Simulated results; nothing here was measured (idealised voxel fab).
Process module under the name voxel trench capacitor
For reference, the cross-section in this document is cut, with width 285 nm and square cells of 5 nm.
Each cross-section below is a grid of square cells, stated as bands in top-down order, with one or more rows of cells making up each band. Read a band's entry like this: the first values are the height of its top and the height of its bottom in nm, and what follows is the sequence of materials from left to right, each with its width in nm. Note that "air" is empty space, and that a single material marked "throughout" reaches across the band from edge to edge. Height is counted from the level 0, under which the received wafer is composed throughout of one material. The lowest of the bands is not closed at the bottom but continues downward, in the notation "top 0, no bottom". A width given as "30->40" starts at the first number in the band's top row and ends at the second number in its bottom row, shifting by an equal amount at every step from row to row. "no change occurred" (step): cross-section cells unchanged, all of them. What "Entrapped voids" gives you is every empty space of 8 cells or more that is cut off from the top. Each appears as width x height at distance, with the distance taken from the left edge and width, height and distance all in nm. The remark found on a step's line after its settings is issued by the simulator itself and pertains to that step. Steps that use a mask can have "overlay nm" on their line. It says how far the mask sat to the right of where it was meant to be. Negative means to the left.
Planned step list for the process
1,RECEIVE, material Si
2,CONFORMAL_DEP, material SiN, thk nm 5
3,MASKED_ETCH, tone open, mask id TRENCH, width nm 25, pitch nm 40, etch materials SiN, depth nm 5, overlay nm 0
4,MASKED_ETCH, tone open, mask id TRENCH, width nm 25, pitch nm 40, etch materials Si, depth nm 35, overlay nm 0
5,CONFORMAL_DEP, material Al2O3, thk nm 5
6,CONFORMAL_DEP, material TiN, thk nm 5
7,FILL_DEP, material W, thk nm 10
8,CMP, height nm 5
Run as planned: first of two wafers
Cross-sectional view of the wafer in its as-received condition, corresponding to the state after step 1
- top 0, no bottom | Si throughout
- Entrapped voids: none
State of the wafer after step 2, shown in cross-section
- top 5, bottom 0 | SiN throughout
- Unchanged below 0.
State of the wafer after step 3, shown in cross-section
- top 5, bottom 0 | SiN: 70, air: 25, SiN: 15, air: 25, SiN: 15, air: 25, SiN: 15, air: 25, SiN: 70
- Unchanged below 0.
State of the wafer after step 4, shown in cross-section
- top 5, bottom 0 | SiN: 70, air: 25, SiN: 15, air: 25, SiN: 15, air: 25, SiN: 15, air: 25, SiN: 70
- top 0, bottom -35 | Si: 70, air: 25, Si: 15, air: 25, Si: 15, air: 25, Si: 15, air: 25, Si: 70
- Unchanged below -35.
State of the wafer after step 5, shown in cross-section
- top 10, bottom 5 | Al2O3: 75, air: 15, Al2O3: 25, air: 15, Al2O3: 25, air: 15, Al2O3: 25, air: 15, Al2O3: 75
- top 5, bottom 0 | SiN: 70, Al2O3: 5, air: 15, Al2O3: 5, SiN: 15, Al2O3: 5, air: 15, Al2O3: 5, SiN: 15, Al2O3: 5, air: 15, Al2O3: 5, SiN: 15, Al2O3: 5, air: 15, Al2O3: 5, SiN: 70
- top 0, bottom -30 | Si: 70, Al2O3: 5, air: 15, Al2O3: 5, Si: 15, Al2O3: 5, air: 15, Al2O3: 5, Si: 15, Al2O3: 5, air: 15, Al2O3: 5, Si: 15, Al2O3: 5, air: 15, Al2O3: 5, Si: 70
- top -30, bottom -35 | Si: 70, Al2O3: 25, Si: 15, Al2O3: 25, Si: 15, Al2O3: 25, Si: 15, Al2O3: 25, Si: 70
- Unchanged below -35.
State of the wafer after step 6, shown in cross-section
- top 15, bottom 10 | TiN: 80, air: 5, TiN: 35, air: 5, TiN: 35, air: 5, TiN: 35, air: 5, TiN: 80
- top 10, bottom 5 | Al2O3: 75, TiN: 5, air: 5, TiN: 5, Al2O3: 25, TiN: 5, air: 5, TiN: 5, Al2O3: 25, TiN: 5, air: 5, TiN: 5, Al2O3: 25, TiN: 5, air: 5, TiN: 5, Al2O3: 75
- top 5, bottom 0 | SiN: 70, Al2O3: 5, TiN: 5, air: 5, TiN: 5, Al2O3: 5, SiN: 15, Al2O3: 5, TiN: 5, air: 5, TiN: 5, Al2O3: 5, SiN: 15, Al2O3: 5, TiN: 5, air: 5, TiN: 5, Al2O3: 5, SiN: 15, Al2O3: 5, TiN: 5, air: 5, TiN: 5, Al2O3: 5, SiN: 70
- top 0, bottom -25 | Si: 70, Al2O3: 5, TiN: 5, air: 5, TiN: 5, Al2O3: 5, Si: 15, Al2O3: 5, TiN: 5, air: 5, TiN: 5, Al2O3: 5, Si: 15, Al2O3: 5, TiN: 5, air: 5, TiN: 5, Al2O3: 5, Si: 15, Al2O3: 5, TiN: 5, air: 5, TiN: 5, Al2O3: 5, Si: 70
- top -25, bottom -30 | Si: 70, Al2O3: 5, TiN: 15, Al2O3: 5, Si: 15, Al2O3: 5, TiN: 15, Al2O3: 5, Si: 15, Al2O3: 5, TiN: 15, Al2O3: 5, Si: 15, Al2O3: 5, TiN: 15, Al2O3: 5, Si: 70
- Unchanged below -30.
State of the wafer after step 7, shown in cross-section
- top 25, bottom 15 | W throughout
- top 15, bottom 10 | TiN: 80, W: 5, TiN: 35, W: 5, TiN: 35, W: 5, TiN: 35, W: 5, TiN: 80
- top 10, bottom 5 | Al2O3: 75, TiN: 5, W: 5, TiN: 5, Al2O3: 25, TiN: 5, W: 5, TiN: 5, Al2O3: 25, TiN: 5, W: 5, TiN: 5, Al2O3: 25, TiN: 5, W: 5, TiN: 5, Al2O3: 75
- top 5, bottom 0 | SiN: 70, Al2O3: 5, TiN: 5, W: 5, TiN: 5, Al2O3: 5, SiN: 15, Al2O3: 5, TiN: 5, W: 5, TiN: 5, Al2O3: 5, SiN: 15, Al2O3: 5, TiN: 5, W: 5, TiN: 5, Al2O3: 5, SiN: 15, Al2O3: 5, TiN: 5, W: 5, TiN: 5, Al2O3: 5, SiN: 70
- top 0, bottom -25 | Si: 70, Al2O3: 5, TiN: 5, W: 5, TiN: 5, Al2O3: 5, Si: 15, Al2O3: 5, TiN: 5, W: 5, TiN: 5, Al2O3: 5, Si: 15, Al2O3: 5, TiN: 5, W: 5, TiN: 5, Al2O3: 5, Si: 15, Al2O3: 5, TiN: 5, W: 5, TiN: 5, Al2O3: 5, Si: 70
- Unchanged below -25.
State of the wafer after step 8, shown in cross-section
- top 5, bottom 0 | SiN: 70, Al2O3: 5, TiN: 5, W: 5, TiN: 5, Al2O3: 5, SiN: 15, Al2O3: 5, TiN: 5, W: 5, TiN: 5, Al2O3: 5, SiN: 15, Al2O3: 5, TiN: 5, W: 5, TiN: 5, Al2O3: 5, SiN: 15, Al2O3: 5, TiN: 5, W: 5, TiN: 5, Al2O3: 5, SiN: 70
- Unchanged below 0.
The second wafer was prepared from the same starting point and under the same plan as the first; its processing contained one mistake, and it remains indistinguishable from the first wafer up to and including step 2
Cross-sectional view of the second wafer at the intended end time of process step 3
- top 5, bottom 0 | SiN: 60, air: 25, SiN: 15, air: 25, SiN: 15, air: 25, SiN: 15, air: 25, SiN: 80
- Unchanged below 0.
Cross-sectional view of the second wafer at the intended end time of process step 4
- top 5, bottom 0 | SiN: 60, air: 25, SiN: 15, air: 25, SiN: 15, air: 25, SiN: 15, air: 25, SiN: 80
- top 0, bottom -35 | Si: 70, air: 15, Si: 25, air: 15, Si: 25, air: 15, Si: 25, air: 15, Si: 80
- Unchanged below -35.
Cross-sectional view of the second wafer at the intended end time of process step 5
- top 10, bottom 5 | Al2O3: 65, air: 15, Al2O3: 25, air: 15, Al2O3: 25, air: 15, Al2O3: 25, air: 15, Al2O3: 85
- top 5, bottom 0 | SiN: 60, Al2O3: 15, air: 5, Al2O3: 5, SiN: 15, Al2O3: 15, air: 5, Al2O3: 5, SiN: 15, Al2O3: 15, air: 5, Al2O3: 5, SiN: 15, Al2O3: 15, air: 5, Al2O3: 5, SiN: 80
- top 0, bottom -30 | Si: 70, Al2O3: 5, air: 5, Al2O3: 5, Si: 25, Al2O3: 5, air: 5, Al2O3: 5, Si: 25, Al2O3: 5, air: 5, Al2O3: 5, Si: 25, Al2O3: 5, air: 5, Al2O3: 5, Si: 80
- top -30, bottom -35 | Si: 70, Al2O3: 15, Si: 25, Al2O3: 15, Si: 25, Al2O3: 15, Si: 25, Al2O3: 15, Si: 80
- Unchanged below -35.
Cross-sectional view of the second wafer at the intended end time of process step 6
- top 15, bottom 10 | TiN: 70, air: 5, TiN: 35, air: 5, TiN: 35, air: 5, TiN: 35, air: 5, TiN: 90
- top 10, bottom 5 | Al2O3: 65, TiN: 15, Al2O3: 25, TiN: 15, Al2O3: 25, TiN: 15, Al2O3: 25, TiN: 15, Al2O3: 85
- top 5, bottom 0 | SiN: 60, Al2O3: 15, TiN: 5, Al2O3: 5, SiN: 15, Al2O3: 15, TiN: 5, Al2O3: 5, SiN: 15, Al2O3: 15, TiN: 5, Al2O3: 5, SiN: 15, Al2O3: 15, TiN: 5, Al2O3: 5, SiN: 80
- top 0, bottom -30 | Si: 70, Al2O3: 5, TiN: 5, Al2O3: 5, Si: 25, Al2O3: 5, TiN: 5, Al2O3: 5, Si: 25, Al2O3: 5, TiN: 5, Al2O3: 5, Si: 25, Al2O3: 5, TiN: 5, Al2O3: 5, Si: 80
- Unchanged below -30.
Cross-sectional view of the second wafer at the intended end time of process step 7
- top 25, bottom 15 | W throughout
- top 15, bottom 10 | TiN: 70, W: 5, TiN: 35, W: 5, TiN: 35, W: 5, TiN: 35, W: 5, TiN: 90
- Unchanged below 10.
Cross-sectional view of the second wafer at the intended end time of process step 8
- top 5, bottom 0 | SiN: 60, Al2O3: 15, TiN: 5, Al2O3: 5, SiN: 15, Al2O3: 15, TiN: 5, Al2O3: 5, SiN: 15, Al2O3: 15, TiN: 5, Al2O3: 5, SiN: 15, Al2O3: 15, TiN: 5, Al2O3: 5, SiN: 80
- Unchanged below 0.
What went wrong in running the wafer? for step 3, the planned setting was not used; the step was instead run as MASKED_ETCH, tone open, mask id TRENCH, width nm 25, pitch nm 40, etch materials SiN, depth nm 5, overlay nm -10
Final cells, second wafer relative to first, materials higher or lower: Si: 56 more, TiN: 32 fewer, W: 24 fewer
